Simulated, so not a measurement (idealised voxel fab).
You're looking at the process module voxel gate over fins.
We display cut, a cross-section 235 nm in width whose square cells are each 5 nm.
Throughout this document, each cross-section is represented as a grid of square cells and is presented as a sequence of bands enumerated from the top downward, where a band comprises one or more rows of cells. A band entry consists of two parts. The first gives the height of the band's top and the height of its bottom, in nm. The rest lists the band's materials from left to right, each with its width in nm. A single material labelled with the word "all across" fills the band from edge to edge, and the word "empty" marks empty space. Heights from 0 (as-received wafer is one material below). Bottom band endless downward, as "0 down". So if you see something like "30 to 40" for the width, read it as the top row of the band sitting at the first number and the bottom row at the second, with every row in between moving by the same amount as the last. For the purposes of this document, the phrase "nothing different" attached to a step denotes that no cell within the cross-section was modified by that step. Voids not open to the top, 8 cells minimum: see "Internal closed voids". Written width x height at distance; distance is from the left edge; nm. Text after the settings on a step's line: the simulator's own remark on that step. overlay nm: on a step with a mask, how far right of its planned place the mask lay; negative means left.

So here's the lineup of process steps we planned
step 1: RECEIVE with material Si
step 2: CONFORMAL_DEP with material SiN, thk nm 5
step 3: PATTERN with tone cover, mask id FINS, material resist, width nm 15, pitch nm 35, thk nm 15, overlay nm 0
step 4: DIRECTIONAL_ETCH with etch materials SiN, depth nm 5
step 5: DIRECTIONAL_ETCH with etch materials Si, depth nm 35
step 6: STRIP with etch materials resist
step 7: FILL_DEP with material SiO2, thk nm 5
step 8: CMP with height nm 5
step 9: SELECTIVE_ETCH with etch materials SiO2, depth nm 15
step 10: STRIP with etch materials SiN
step 11: CONFORMAL_DEP with material HfO2, thk nm 5
step 12: CONFORMAL_DEP with material TiN, thk nm 5
step 13: FILL_DEP with material W, thk nm 10
step 14: CMP with height nm 15
step 15: CONFORMAL_DEP with material SiN, thk nm 5

first wafer, as planned

Cross-section, incoming material, after step 1
* 0 down = Si all across
* Internal closed voids: none

How the wafer stands in section after step 2
* 5 to 0 = SiN all across
* Lower than 0, everything is as it was.

How the wafer stands in section after step 3
* 20 to 5 = empty 75 | resist 15 | empty 20 | resist 15 | empty 20 | resist 15 | empty 75
* Lower than 5, everything is as it was.

How the wafer stands in section after step 4
* 20 to 5 = empty 75 | resist 15 | empty 20 | resist 15 | empty 20 | resist 15 | empty 75
* 5 to 0 = empty 75 | SiN 15 | empty 20 | SiN 15 | empty 20 | SiN 15 | empty 75
* Lower than 0, everything is as it was.

How the wafer stands in section after step 5
* 20 to 5 = empty 75 | resist 15 | empty 20 | resist 15 | empty 20 | resist 15 | empty 75
* 5 to 0 = empty 75 | SiN 15 | empty 20 | SiN 15 | empty 20 | SiN 15 | empty 75
* 0 to -35 = empty 75 | Si 15 | empty 20 | Si 15 | empty 20 | Si 15 | empty 75
* Lower than -35, everything is as it was.

How the wafer stands in section after step 6
* 5 to 0 = empty 75 | SiN 15 | empty 20 | SiN 15 | empty 20 | SiN 15 | empty 75
* Lower than 0, everything is as it was.

How the wafer stands in section after step 7
* 10 to 5 = SiO2 all across
* 5 to 0 = SiO2 75 | SiN 15 | SiO2 20 | SiN 15 | SiO2 20 | SiN 15 | SiO2 75
* 0 to -35 = SiO2 75 | Si 15 | SiO2 20 | Si 15 | SiO2 20 | Si 15 | SiO2 75
* Lower than -35, everything is as it was.

How the wafer stands in section after step 8
* 5 to 0 = SiO2 75 | SiN 15 | SiO2 20 | SiN 15 | SiO2 20 | SiN 15 | SiO2 75
* Lower than 0, everything is as it was.

How the wafer stands in section after step 9
* 5 to 0 = empty 75 | SiN 15 | empty 20 | SiN 15 | empty 20 | SiN 15 | empty 75
* 0 to -10 = empty 75 | Si 15 | empty 20 | Si 15 | empty 20 | Si 15 | empty 75
* Lower than -10, everything is as it was.

How the wafer stands in section after step 10
* 0 to -10 = empty 75 | Si 15 | empty 20 | Si 15 | empty 20 | Si 15 | empty 75
* Lower than -10, everything is as it was.

How the wafer stands in section after step 11
* 5 to 0 = empty 70 | HfO2 25 | empty 10 | HfO2 25 | empty 10 | HfO2 25 | empty 70
* 0 to -5 = empty 70 | HfO2 5 | Si 15 | HfO2 5 | empty 10 | HfO2 5 | Si 15 | HfO2 5 | empty 10 | HfO2 5 | Si 15 | HfO2 5 | empty 70
* -5 to -10 = HfO2 75 | Si 15 | HfO2 20 | Si 15 | HfO2 20 | Si 15 | HfO2 75
* Lower than -10, everything is as it was.

How the wafer stands in section after step 12
* 10 to 5 = empty 65 | TiN 105 | empty 65
* 5 to 0 = empty 65 | TiN 5 | HfO2 25 | TiN 10 | HfO2 25 | TiN 10 | HfO2 25 | TiN 5 | empty 65
* 0 to -5 = TiN 70 | HfO2 5 | Si 15 | HfO2 5 | TiN 10 | HfO2 5 | Si 15 | HfO2 5 | TiN 10 | HfO2 5 | Si 15 | HfO2 5 | TiN 70
* Lower than -5, everything is as it was.

How the wafer stands in section after step 13
* 20 to 10 = W all across
* 10 to 5 = W 65 | TiN 105 | W 65
* 5 to 0 = W 65 | TiN 5 | HfO2 25 | TiN 10 | HfO2 25 | TiN 10 | HfO2 25 | TiN 5 | W 65
* Lower than 0, everything is as it was.

How the wafer stands in section after step 14
* 15 to 10 = W all across
* Lower than 10, everything is as it was.

How the wafer stands in section after step 15
* 20 to 15 = SiN all across
* Lower than 15, everything is as it was.

Notes, second wafer: start = first wafer's, plan = first wafer's, execution had one mistake; history identical to first through step 2

Second wafer: cross-section at the scheduled end of step 3
* 20 to 5 = empty 85 | resist 15 | empty 20 | resist 15 | empty 20 | resist 15 | empty 65
* Lower than 5, everything is as it was.

Second wafer: cross-section at the scheduled end of step 4
* 20 to 5 = empty 85 | resist 15 | empty 20 | resist 15 | empty 20 | resist 15 | empty 65
* 5 to 0 = empty 85 | SiN 15 | empty 20 | SiN 15 | empty 20 | SiN 15 | empty 65
* Lower than 0, everything is as it was.

Second wafer: cross-section at the scheduled end of step 5
* 20 to 5 = empty 85 | resist 15 | empty 20 | resist 15 | empty 20 | resist 15 | empty 65
* 5 to 0 = empty 85 | SiN 15 | empty 20 | SiN 15 | empty 20 | SiN 15 | empty 65
* 0 to -35 = empty 85 | Si 15 | empty 20 | Si 15 | empty 20 | Si 15 | empty 65
* Lower than -35, everything is as it was.

Second wafer: cross-section at the scheduled end of step 6
* 5 to 0 = empty 85 | SiN 15 | empty 20 | SiN 15 | empty 20 | SiN 15 | empty 65
* Lower than 0, everything is as it was.

Second wafer: cross-section at the scheduled end of step 7
* 10 to 5 = SiO2 all across
* 5 to 0 = SiO2 85 | SiN 15 | SiO2 20 | SiN 15 | SiO2 20 | SiN 15 | SiO2 65
* 0 to -35 = SiO2 85 | Si 15 | SiO2 20 | Si 15 | SiO2 20 | Si 15 | SiO2 65
* Lower than -35, everything is as it was.

Second wafer: cross-section at the scheduled end of step 8
* 5 to 0 = SiO2 85 | SiN 15 | SiO2 20 | SiN 15 | SiO2 20 | SiN 15 | SiO2 65
* Lower than 0, everything is as it was.

Second wafer: cross-section at the scheduled end of step 9
* 5 to 0 = empty 85 | SiN 15 | empty 20 | SiN 15 | empty 20 | SiN 15 | empty 65
* 0 to -10 = empty 85 | Si 15 | empty 20 | Si 15 | empty 20 | Si 15 | empty 65
* Lower than -10, everything is as it was.

Second wafer: cross-section at the scheduled end of step 10
* 0 to -10 = empty 85 | Si 15 | empty 20 | Si 15 | empty 20 | Si 15 | empty 65
* Lower than -10, everything is as it was.

Second wafer: cross-section at the scheduled end of step 11
* 5 to 0 = empty 80 | HfO2 25 | empty 10 | HfO2 25 | empty 10 | HfO2 25 | empty 60
* 0 to -5 = empty 80 | HfO2 5 | Si 15 | HfO2 5 | empty 10 | HfO2 5 | Si 15 | HfO2 5 | empty 10 | HfO2 5 | Si 15 | HfO2 5 | empty 60
* -5 to -10 = HfO2 85 | Si 15 | HfO2 20 | Si 15 | HfO2 20 | Si 15 | HfO2 65
* Lower than -10, everything is as it was.

Second wafer: cross-section at the scheduled end of step 12
* 10 to 5 = empty 75 | TiN 105 | empty 55
* 5 to 0 = empty 75 | TiN 5 | HfO2 25 | TiN 10 | HfO2 25 | TiN 10 | HfO2 25 | TiN 5 | empty 55
* 0 to -5 = TiN 80 | HfO2 5 | Si 15 | HfO2 5 | TiN 10 | HfO2 5 | Si 15 | HfO2 5 | TiN 10 | HfO2 5 | Si 15 | HfO2 5 | TiN 60
* Lower than -5, everything is as it was.

Second wafer: cross-section at the scheduled end of step 13
* 20 to 10 = W all across
* 10 to 5 = W 75 | TiN 105 | W 55
* 5 to 0 = W 75 | TiN 5 | HfO2 25 | TiN 10 | HfO2 25 | TiN 10 | HfO2 25 | TiN 5 | W 55
* Lower than 0, everything is as it was.

Second wafer: cross-section at the scheduled end of step 14
* 15 to 10 = W all across
* Lower than 10, everything is as it was.

Second wafer: cross-section at the scheduled end of step 15
* 20 to 15 = SiN all across
* Lower than 15, everything is as it was.
Here's what went sideways: it should be noted that step 3 was executed with settings other than those planned, the operation and settings actually applied being PATTERN with tone cover, mask id FINS, material resist, width nm 15, pitch nm 35, thk nm 15, overlay nm 10
At the close, every material occupies the same number of cells on the second wafer as on the first, only in different positions.
